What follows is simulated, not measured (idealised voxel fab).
process module | voxel capacitor over wiring
cross-section cut | 240 nm wide | cells 5 nm
A cross-section is a grid of square cells, given in bands from the top down. A band is one or more rows of cells.
Each band's line starts with the height of the band's top and of its bottom, in nm. Then come its materials from left to right, each with its width in nm. One material with "throughout" fills the band from edge to edge. "air" is empty space.
Height 0 is the level under which the wafer as received is all one material. The lowest band goes on downwards, as in "0 down".
A width such as "30 to 40" changes by the same amount from each row of cells to the next, from the band's top row to its bottom row.
"no change" after a step means that no cell of the cross-section changed.
closed voids: empty space of 8 cells or more with no open way to the top, each as width x height at its distance from the left edge, in nm
after a step's settings: what the simulator itself notes on the step
overlay nm, on a step with a mask: how far to the right of its planned place the mask lay; to the left if negative
plan
1 op RECEIVE | material Si
2 op CONFORMAL_DEP | material SiO2 | thk nm 10
3 op DIRECTIONAL_DEP | material TiN | thk nm 5
4 op DIRECTIONAL_DEP | material W | thk nm 15
5 op DIRECTIONAL_DEP | material aC | thk nm 15
6 op PATTERN | tone cover | mask id METAL_1 | material resist | width nm 20 | pitch nm 70 | thk nm 35 | overlay nm 0
7 op DIRECTIONAL_ETCH | etch materials aC | depth nm 15
8 op STRIP | etch materials resist
9 op DIRECTIONAL_ETCH | etch materials W | depth nm 15
10 op DIRECTIONAL_ETCH | etch materials TiN | depth nm 5
11 op STRIP | etch materials aC
12 op FILL_DEP | material lowk | thk nm 5
13 op CMP | height nm 30
14 op CONFORMAL_DEP | material SiCN | thk nm 5
15 op DIRECTIONAL_DEP | material lowk | thk nm 10
16 op DIRECTIONAL_DEP | material aC | thk nm 10
17 op PATTERN | tone open | mask id PLUG_1 | material resist | width nm 15 | thk nm 30 | overlay nm 0
18 op DIRECTIONAL_ETCH | etch materials aC | depth nm 10
19 op STRIP | etch materials resist
20 op DIRECTIONAL_ETCH | etch materials lowk | depth nm 10
21 op DIRECTIONAL_ETCH | etch materials SiCN | depth nm 5
22 op STRIP | etch materials aC
23 op CONFORMAL_DEP | material TiN | thk nm 5
24 op FILL_DEP | material W | thk nm 10
25 op CMP | height nm 45
26 op DIRECTIONAL_DEP | material TiN | thk nm 5
27 op DIRECTIONAL_DEP | material SiN | thk nm 5
28 op DIRECTIONAL_DEP | material TiN | thk nm 10
29 op DIRECTIONAL_DEP | material aC | thk nm 15
30 op PATTERN | tone cover | mask id UPPER_PLATE | material resist | width nm 55 | thk nm 35 | overlay nm 0
31 op DIRECTIONAL_ETCH | etch materials aC | depth nm 15
32 op STRIP | etch materials resist
33 op DIRECTIONAL_ETCH | etch materials TiN | depth nm 10
34 op DIRECTIONAL_ETCH | etch materials SiN | depth nm 5
35 op STRIP | etch materials aC
36 op PATTERN | tone cover | mask id LOWER_PLATE | material resist | width nm 65 | thk nm 15 | overlay nm 0
37 op DIRECTIONAL_ETCH | etch materials TiN | depth nm 5
38 op STRIP | etch materials resist
39 op FILL_DEP | material SiO2 | thk nm 15
40 op CMP | height nm 75
41 op PATTERN | tone open | mask id PLUG_2 | material resist | width nm 15 | thk nm 20 | overlay nm 0
42 op DIRECTIONAL_ETCH | etch materials SiO2 | depth nm 10
43 op STRIP | etch materials resist
44 op CONFORMAL_DEP | material TiN | thk nm 5
45 op FILL_DEP | material Ru | thk nm 5
46 op CMP | height nm 75
47 op CONFORMAL_DEP | material SiCN | thk nm 5
first wafer, as planned
as received, after step 1
  0 down: Si throughout
  closed voids: none
after step 2
  10 to 0: SiO2 throughout
  below 0: unchanged
after step 3
  15 to 10: TiN throughout
  below 10: unchanged
after step 4
  30 to 15: W throughout
  below 15: unchanged
after step 5
  45 to 30: aC throughout
  below 30: unchanged
after step 6
  80 to 45: air 75 | resist 20 | air 50 | resist 20 | air 75
  below 45: unchanged
after step 7
  65 to 45: air 75 | resist 20 | air 50 | resist 20 | air 75
  45 to 30: air 75 | aC 20 | air 50 | aC 20 | air 75
  below 30: unchanged
after step 8
  45 to 30: air 75 | aC 20 | air 50 | aC 20 | air 75
  below 30: unchanged
after step 9
  45 to 30: air 75 | aC 20 | air 50 | aC 20 | air 75
  30 to 15: air 75 | W 20 | air 50 | W 20 | air 75
  below 15: unchanged
after step 10
  45 to 30: air 75 | aC 20 | air 50 | aC 20 | air 75
  30 to 15: air 75 | W 20 | air 50 | W 20 | air 75
  15 to 10: air 75 | TiN 20 | air 50 | TiN 20 | air 75
  below 10: unchanged
after step 11
  30 to 15: air 75 | W 20 | air 50 | W 20 | air 75
  below 15: unchanged
after step 12
  35 to 30: lowk throughout
  30 to 15: lowk 75 | W 20 | lowk 50 | W 20 | lowk 75
  15 to 10: lowk 75 | TiN 20 | lowk 50 | TiN 20 | lowk 75
  below 10: unchanged
after step 13
  30 to 15: lowk 75 | W 20 | lowk 50 | W 20 | lowk 75
  below 15: unchanged
after step 14
  35 to 30: SiCN throughout
  below 30: unchanged
after step 15
  45 to 35: lowk throughout
  below 35: unchanged
after step 16
  55 to 45: aC throughout
  below 45: unchanged
after step 17
  85 to 55: resist 80 | air 15 | resist 145
  below 55: unchanged
after step 18
  75 to 55: resist 80 | air 15 | resist 145
  55 to 45: aC 80 | air 15 | aC 145
  below 45: unchanged
after step 19
  55 to 45: aC 80 | air 15 | aC 145
  below 45: unchanged
after step 20
  55 to 45: aC 80 | air 15 | aC 145
  45 to 35: lowk 80 | air 15 | lowk 145
  below 35: unchanged
after step 21
  55 to 45: aC 80 | air 15 | aC 145
  45 to 35: lowk 80 | air 15 | lowk 145
  35 to 30: SiCN 80 | air 15 | SiCN 145
  below 30: unchanged
after step 22
  45 to 35: lowk 80 | air 15 | lowk 145
  below 35: unchanged
after step 23
  50 to 45: TiN 85 | air 5 | TiN 150
  45 to 35: lowk 80 | TiN 5 | air 5 | TiN 5 | lowk 145
  35 to 30: SiCN 80 | TiN 15 | SiCN 145
  below 30: unchanged
after step 24
  60 to 50: W throughout
  50 to 45: TiN 85 | W 5 | TiN 150
  45 to 35: lowk 80 | TiN 5 | W 5 | TiN 5 | lowk 145
  below 35: unchanged
after step 25
  45 to 35: lowk 80 | TiN 5 | W 5 | TiN 5 | lowk 145
  below 35: unchanged
after step 26
  50 to 45: TiN throughout
  below 45: unchanged
after step 27
  55 to 50: SiN throughout
  below 50: unchanged
after step 28
  65 to 55: TiN throughout
  below 55: unchanged
after step 29
  80 to 65: aC throughout
  below 65: unchanged
after step 30
  115 to 80: air 80 | resist 55 | air 105
  below 80: unchanged
after step 31
  100 to 80: air 80 | resist 55 | air 105
  80 to 65: air 80 | aC 55 | air 105
  below 65: unchanged
after step 32
  80 to 65: air 80 | aC 55 | air 105
  below 65: unchanged
after step 33
  80 to 65: air 80 | aC 55 | air 105
  65 to 55: air 80 | TiN 55 | air 105
  below 55: unchanged
after step 34
  80 to 65: air 80 | aC 55 | air 105
  65 to 55: air 80 | TiN 55 | air 105
  55 to 50: air 80 | SiN 55 | air 105
  below 50: unchanged
after step 35
  65 to 55: air 80 | TiN 55 | air 105
  below 55: unchanged
after step 36
  80 to 65: air 75 | resist 65 | air 100
  65 to 55: air 75 | resist 5 | TiN 55 | resist 5 | air 100
  55 to 50: air 75 | resist 5 | SiN 55 | resist 5 | air 100
  below 50: unchanged
after step 37
  80 to 65: air 75 | resist 65 | air 100
  65 to 55: air 75 | resist 5 | TiN 55 | resist 5 | air 100
  55 to 50: air 75 | resist 5 | SiN 55 | resist 5 | air 100
  50 to 45: air 75 | TiN 65 | air 100
  below 45: unchanged
after step 38
  65 to 55: air 80 | TiN 55 | air 105
  55 to 50: air 80 | SiN 55 | air 105
  below 50: unchanged
after step 39
  80 to 65: SiO2 throughout
  65 to 55: SiO2 80 | TiN 55 | SiO2 105
  55 to 50: SiO2 80 | SiN 55 | SiO2 105
  50 to 45: SiO2 75 | TiN 65 | SiO2 100
  below 45: unchanged
after step 40
  75 to 65: SiO2 throughout
  below 65: unchanged
after step 41
  95 to 75: resist 90 | air 15 | resist 135
  below 75: unchanged
after step 42
  95 to 75: resist 90 | air 15 | resist 135
  75 to 65: SiO2 90 | air 15 | SiO2 135
  below 65: unchanged
after step 43
  75 to 65: SiO2 90 | air 15 | SiO2 135
  below 65: unchanged
after step 44
  80 to 75: TiN 95 | air 5 | TiN 140
  75 to 70: SiO2 90 | TiN 5 | air 5 | TiN 5 | SiO2 135
  70 to 65: SiO2 90 | TiN 15 | SiO2 135
  below 65: unchanged
after step 45
  85 to 80: Ru throughout
  80 to 75: TiN 95 | Ru 5 | TiN 140
  75 to 70: SiO2 90 | TiN 5 | Ru 5 | TiN 5 | SiO2 135
  below 70: unchanged
after step 46
  75 to 70: SiO2 90 | TiN 5 | Ru 5 | TiN 5 | SiO2 135
  below 70: unchanged
after step 47
  80 to 75: SiCN throughout
  below 75: unchanged
second wafer: like start, like plan, one mistake. Through step 40 it matches the first wafer
when step 41 should have ended
  95 to 75: air 90 | resist 15 | air 135
  below 75: unchanged
when step 42 should have ended
  95 to 75: air 90 | resist 15 | air 135
  75 to 65: air 90 | SiO2 15 | air 135
  below 65: unchanged
when step 43 should have ended
  75 to 65: air 90 | SiO2 15 | air 135
  below 65: unchanged
when step 44 should have ended
  80 to 75: air 85 | TiN 25 | air 130
  75 to 70: air 85 | TiN 5 | SiO2 15 | TiN 5 | air 130
  70 to 65: TiN 90 | SiO2 15 | TiN 135
  below 65: unchanged
when step 45 should have ended
  85 to 80: Ru throughout
  80 to 75: Ru 85 | TiN 25 | Ru 130
  75 to 70: Ru 85 | TiN 5 | SiO2 15 | TiN 5 | Ru 130
  below 70: unchanged
when step 46 should have ended
  75 to 70: Ru 85 | TiN 5 | SiO2 15 | TiN 5 | Ru 130
  below 70: unchanged
when step 47 should have ended
  80 to 75: SiCN throughout
  below 75: unchanged
what went wrong: step 41 ran as: op PATTERN | tone cover | mask id PLUG_2 | material resist | width nm 15 | thk nm 20 | overlay nm 0
at the end the second wafer has, in cells: 42 more of Ru | 84 fewer of SiO2 | 42 more of TiN
